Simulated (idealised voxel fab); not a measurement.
process module | voxel air gaps
cross-section cut | 265 nm wide | cells 5 nm
A cross-section is a grid of square cells, given in bands from the top down. A band is one or more rows of cells.
Each band's line starts with the height of the band's top and of its bottom, in nm. Then come its materials from left to right, each with its width in nm. One material with "throughout" fills the band from edge to edge. "air" is empty space.
Height 0 is the level under which the wafer as received is all one material. The lowest band goes on downwards, as in "0 down".
A width such as "30 to 40" changes by the same amount from each row of cells to the next, from the band's top row to its bottom row.
"no change" after a step means that no cell of the cross-section changed.
closed voids: empty space of 8 cells or more with no open way to the top, each as width x height at its distance from the left edge, in nm
after a step's settings: what the simulator itself notes on the step
overlay nm, on a step with a mask: how far to the right of its planned place the mask lay; to the left if negative
plan
1 op RECEIVE | material Si
2 op CONFORMAL_DEP | material SiO2 | thk nm 10
3 op CONFORMAL_DEP | material SiCN | thk nm 5
4 op DIRECTIONAL_DEP | material lowk | thk nm 40
5 op MASKED_ETCH | tone open | mask id LINES | width nm 15 | pitch nm 45 | etch materials lowk | depth nm 40 | overlay nm 0
6 op CONFORMAL_DEP | material TiN | thk nm 5
7 op FILL_DEP | material W | thk nm 5
8 op CMP | height nm 55
9 op EPI | material Ru | thk nm 10
10 op SELECTIVE_ETCH | etch materials lowk | depth nm 50
11 op CONFORMAL_DEP | material SiCN | thk nm 5
varied across the wafers: width nm of step 5. The plan shows the first wafer's value. All wafers start alike
first wafer as received, after step 1
  0 down: Si throughout
  closed voids: none
first wafer at the end, after step 11
  70 to 65: air 65 | SiCN 135 | air 65
  65 to 55: air 65 | SiCN 5 | Ru 35 | SiCN 10 | Ru 35 | SiCN 10 | Ru 35 | SiCN 5 | air 65
  55 to 50: air 65 | SiCN 15 | TiN 5 | W 5 | TiN 5 | SiCN 30 | TiN 5 | W 5 | TiN 5 | SiCN 30 | TiN 5 | W 5 | TiN 5 | SiCN 15 | air 65
  50 to 20: air 75 | SiCN 5 | TiN 5 | W 5 | TiN 5 | SiCN 5 | air 20 | SiCN 5 | TiN 5 | W 5 | TiN 5 | SiCN 5 | air 20 | SiCN 5 | TiN 5 | W 5 | TiN 5 | SiCN 5 | air 75
  20 to 15: SiCN 80 | TiN 15 | SiCN 30 | TiN 15 | SiCN 30 | TiN 15 | SiCN 80
  15 to 10: SiCN throughout
  10 to 0: SiO2 throughout
  0 down: Si throughout
  closed voids: 20 x 30 at 100; 20 x 30 at 145
last wafer at the end
  70 to 65: air 55 | SiCN 150 | air 60
  65 to 55: air 55 | SiCN 5 | Ru 140 | SiCN 5 | air 60
  55 to 50: air 55 | SiCN 15 | TiN 5 | W 20 | TiN 5 | lowk 15 | TiN 5 | W 20 | TiN 5 | lowk 15 | TiN 5 | W 20 | TiN 5 | SiCN 15 | air 60
  50 to 20: air 65 | SiCN 5 | TiN 5 | W 20 | TiN 5 | lowk 15 | TiN 5 | W 20 | TiN 5 | lowk 15 | TiN 5 | W 20 | TiN 5 | SiCN 5 | air 70
  20 to 15: SiCN 70 | TiN 30 | lowk 15 | TiN 30 | lowk 15 | TiN 30 | SiCN 75
  15 to 10: SiCN throughout
  10 to 0: SiO2 throughout
  0 down: Si throughout
  closed voids: none
each wafer at the end: cells of each material gained (+) or lost (-) since it was received, then its closed voids
width nm 15 | +42 Ru | +190 SiCN | +106 SiO2 | +51 TiN | +21 W | closed voids: 20 x 30 at 100; 20 x 30 at 145
width nm 20 | +48 Ru | +182 SiCN | +106 SiO2 | +54 TiN | +42 W | closed voids: 15 x 30 at 100; 15 x 30 at 145
width nm 25 | +54 Ru | +134 SiCN | +106 SiO2 | +57 TiN | +63 W | +64 lowk | closed voids: none
width nm 30 | +56 Ru | +134 SiCN | +106 SiO2 | +60 TiN | +84 W | +48 lowk | closed voids: none
